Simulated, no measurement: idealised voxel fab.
The following is a process module called voxel self aligned contacts.
For reference, the cross-section in this document is cut, with width 150 nm and square cells of 5 nm.
Square cells in a grid make up a cross-section in this document, and the grid is given as bands, listed from the top down, each one or more rows of cells. For a band, the entry starts with two heights in nm, that of the top and then that of the bottom, and carries on with the band's materials in order from left to right, each alongside its width in nm; the word "throughout" beside a single material means it fills the band edge to edge, and "empty" means empty space. All heights in this document are referenced to 0, defined as the level beneath which the wafer, as received, consists entirely of one material. The lowest band is not bounded below; it extends indefinitely downward and is written in the form "0 nm and below". A two-number width, for instance "30 to 40", indicates that the width is equal to the first number in the top row of the band and to the second number in the bottom row, and that it changes by a constant amount per row of cells. When a step is marked "same as before", none of the cells in the cross-section changed during that step. In the "Cavities, closed" entry, you get each enclosed empty space of 8 cells or more, one with no open way to the top, written width x height at distance, distance from the left edge, in nm. Note: text after step settings on the step line = simulator remark on that step. overlay nm: right-of-plan distance of the mask on a masked step; negative values mean left-of-plan.

### Set out below are the planned steps of the process
1) RECEIVE with material Si
2) CONFORMAL_DEP with material SiO2, thk nm 5
3) DIRECTIONAL_DEP with material polySi, thk nm 25
4) DIRECTIONAL_DEP with material SiN, thk nm 20
5) DIRECTIONAL_DEP with material aC, thk nm 15
6) PATTERN with tone cover, mask id GATE, material resist, width nm 30, pitch nm 70, thk nm 30, overlay nm 0
7) DIRECTIONAL_ETCH with etch materials aC, depth nm 15
8) STRIP with etch materials resist
9) DIRECTIONAL_ETCH with etch materials SiN, depth nm 20
10) DIRECTIONAL_ETCH with etch materials polySi, depth nm 25
11) STRIP with etch materials aC
12) CONFORMAL_DEP with material SiN, thk nm 10
13) DIRECTIONAL_ETCH with etch materials SiN, depth nm 10
14) FILL_DEP with material SiO2, thk nm 10
15) CMP with height nm 55
16) MASKED_ETCH with tone open, mask id CONTACT, width nm 50, etch materials SiO2, depth nm 55, overlay nm 0
17) CONFORMAL_DEP with material TiN, thk nm 5
18) FILL_DEP with material W, thk nm 10
19) CMP with height nm 55
20) CONFORMAL_DEP with material SiCN, thk nm 5

### Shown in cross-section is the wafer as received, that is, as it stands after step 1
	0 nm and below  Si throughout
	Cavities, closed: none

### End-of-module cross-section. Starting structure and process plan as above; one mistake made in running it
	60 nm to 55 nm  SiCN throughout
	55 nm to 35 nm  SiO2: 15  SiN: 10  polySi: 30  SiN: 10  TiN: 5  W: 10  TiN: 5  SiN: 10  polySi: 30  SiN: 10  SiO2: 15
	35 nm to 30 nm  SiO2: 15  SiN: 10  polySi: 30  SiN: 10  TiN: 20  SiN: 10  polySi: 30  SiN: 10  SiO2: 15
	30 nm to 5 nm  polySi throughout
	5 nm to 0 nm  SiO2 throughout
	0 nm and below  Si throughout
	Cavities, closed: none
What went wrong in running the wafer? plan step 3 was twice executed
